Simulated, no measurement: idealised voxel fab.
A process module follows: voxel ribs on slabs.
The cross-section shown here is cut; it is 140 nm wide and divided into square cells measuring 5 nm on a side.
A cross-section in this document is a grid of square cells, and it is written down as bands, the top band listed before the ones below it; a band is made up of one or more rows of cells.
Band: top and bottom heights (nm) first, top before bottom; then materials from left to right, widths in nm. "full width" marks a sole material filling the band edge to edge. "blank" denotes empty space.
The reference from which all heights are counted is 0, the level beneath which the as-received wafer is entirely one material; the lowest band, having no lower bound, proceeds downward and is written after the example "top 0, no bottom".
Quick explanation for "30..40": the width changes in equal steps down the rows of cells, from the first number in the band's top row to the second number in its bottom row.
"same as before", as given for a step, is the statement that not any cell of the cross-section underwent a change during that step.
"Sealed void inventory" lists enclosed empty spaces (at least 8 cells, no open path upward to the top), each as width x height at distance from the left edge, in nm.
Past the settings on a step's line: simulator remark, on that step.
Steps that use a mask can have "overlay nm" on their line. It says how far the mask sat to the right of where it was meant to be. Negative means to the left.

**Planned process steps**
step 1: RECEIVE, material Si
step 2: DIRECTIONAL_DEP, material SiO2, thk nm 25
step 3: DIRECTIONAL_DEP, material polySi, thk nm 25
step 4: MASKED_ETCH, tone cover, mask id RIB, width nm 25, etch materials polySi, depth nm 20, overlay nm 0
step 5: MASKED_ETCH, tone cover, mask id SLAB, width nm 85, etch materials polySi, depth nm 5, overlay nm 0
step 6: FILL_DEP, material SiO2, thk nm 15
step 7: CMP, height nm 60
step 8: DIRECTIONAL_DEP, material TiN, thk nm 10
step 9: MASKED_ETCH, tone cover, mask id HEATER, width nm 35, etch materials TiN, depth nm 10, overlay nm 0
step 10: CONFORMAL_DEP, material SiO2, thk nm 5

**This is the cross-section of the wafer as we received it, i.e. after step 1**
- top 0, no bottom | Si full width
- Sealed void inventory: none

**The plan above was carried out on the starting structure above with one mistake, and this cross-section shows the wafer at the end of the module**
- top 75, bottom 70 | blank: 45, then SiO2: 45, then blank: 50
- top 70, bottom 65 | blank: 45, then SiO2: 5, then TiN: 35, then SiO2: 5, then blank: 50
- top 65, bottom 60 | SiO2: 50, then TiN: 35, then SiO2: 55
- top 60, bottom 50 | SiO2 full width
- top 50, bottom 30 | SiO2: 55, then polySi: 25, then SiO2: 60
- top 30, bottom 25 | SiO2: 25, then polySi: 85, then SiO2: 30
- top 25, bottom 0 | TiN full width
- top 0, no bottom | Si full width
- Sealed void inventory: none
Heads up, the wafer didn't run the way we planned it: off-plan run, step 2, actual operation and settings DIRECTIONAL_DEP, material TiN, thk nm 25
